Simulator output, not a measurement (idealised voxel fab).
process module | voxel capacitor over wiring
Shown is cross-section cut, with a width of 210 nm and square cells of size 5 nm.
Format of a cross-section: grid, square cells. Given as bands. Order: top down. Band: one or more rows of cells. Look at the band entry: it leads with the top's height and the bottom's height in nm. Then it lists the materials left to right, with a width in nm for each. The word "full width" on a single material says that material fills the band edge to edge. The word "empty" is empty space. We count height from 0. Below that, the starting wafer is all one material. The lowest band never ends at the bottom but goes on down; see "0..down" for how that is written. Width: "30 to 40" (first number = top row, second number = bottom row, same change from row to row of cells). "remains unaltered" means the step left every cell of the cross-section as it was. The label "Sealed void list" introduces a list of the empty spaces, 8 cells or larger, that have no open way up to the top; each entry in it reads width x height at distance, where the distance is taken from the left edge and all three are stated in nm. Heads up: the bit after the settings on a step's line is the simulator's remark on that step. overlay nm: on a step with a mask, how far right of its planned place the mask lay; negative means left.
**Process steps foreseen in the plan**
1: RECEIVE, material Si
2: CONFORMAL_DEP, material SiO2, thk nm 10
3: CONFORMAL_DEP, material SiCN, thk nm 5
4: DIRECTIONAL_DEP, material SiO2, thk nm 15
5: PATTERN, tone open, mask id METAL_1, material resist, width nm 30, pitch nm 95, thk nm 20, overlay nm 0
6: DIRECTIONAL_ETCH, etch materials SiO2, depth nm 15
7: DIRECTIONAL_ETCH, etch materials SiCN, depth nm 5
8: STRIP, etch materials resist
9: CONFORMAL_DEP, material TiN, thk nm 5
10: FILL_DEP, material Cu, thk nm 5
11: CMP, height nm 30
12: CONFORMAL_DEP, material SiCN, thk nm 5
13: DIRECTIONAL_DEP, material lowk, thk nm 20
14: PATTERN, tone open, mask id PLUG_1, material resist, width nm 15, thk nm 15, overlay nm 0
15: DIRECTIONAL_ETCH, etch materials lowk, depth nm 20
16: DIRECTIONAL_ETCH, etch materials SiCN, depth nm 5
17: STRIP, etch materials resist
18: EPI, material Ru, thk nm 10
19: EPI, material Ru, thk nm 10
20: EPI, material Ru, thk nm 5
21: DIRECTIONAL_DEP, material TiN, thk nm 5
22: DIRECTIONAL_DEP, material HfO2, thk nm 5
23: DIRECTIONAL_DEP, material TiN, thk nm 5
24: MASKED_ETCH, tone cover, mask id UPPER_PLATE, width nm 70, etch materials TiN, depth nm 5, overlay nm 0
25: MASKED_ETCH, tone cover, mask id UPPER_PLATE, width nm 70, etch materials HfO2, depth nm 5, overlay nm 0
26: MASKED_ETCH, tone cover, mask id LOWER_PLATE, width nm 80, etch materials TiN, depth nm 5, overlay nm 0
27: FILL_DEP, material SiO2, thk nm 15
28: CMP, height nm 80
29: DIRECTIONAL_DEP, material aC, thk nm 15
30: PATTERN, tone open, mask id PLUG_2, material resist, width nm 15, thk nm 30, overlay nm 0
31: DIRECTIONAL_ETCH, etch materials aC, depth nm 15
32: STRIP, etch materials resist
33: DIRECTIONAL_ETCH, etch materials SiO2, depth nm 10
34: STRIP, etch materials aC
35: CONFORMAL_DEP, material TiN, thk nm 5
36: FILL_DEP, material W, thk nm 5
37: CMP, height nm 80
38: CONFORMAL_DEP, material SiN, thk nm 5
**Cross-sectional view of the wafer in its as-received condition, corresponding to the state after step 1**
	0..down | Si full width
	Sealed void list: none
**Same starting wafer, same plan as above, one mistake in the execution; this is the cross-section at the end of the module**
	85..80 | SiN full width
	80..75 | SiO2 65, then TiN 5, then W 5, then TiN 5, then SiO2 130
	75..65 | SiO2 65 to 55, then TiN 15 to 70, then SiO2 130 to 85
	65..60 | SiO2 55, then HfO2 70, then SiO2 85
	60..55 | SiO2 50, then TiN 80, then SiO2 80
	55..35 | lowk 55, then Ru 15, then lowk 140
	35..30 | SiCN 55, then Ru 15, then SiCN 140
	30..20 | SiO2 40, then TiN 5, then Cu 20, then TiN 5, then SiO2 65, then TiN 5, then Cu 20, then TiN 5, then SiO2 45
	20..15 | SiO2 40, then TiN 30, then SiO2 65, then TiN 30, then SiO2 45
	15..5 | SiO2 full width
	5..0 | SiCN full width
	0..down | Si full width
	Sealed void list: none
Deviation noted in wafer processing: order of steps 2 and 3 inverted relative to the plan
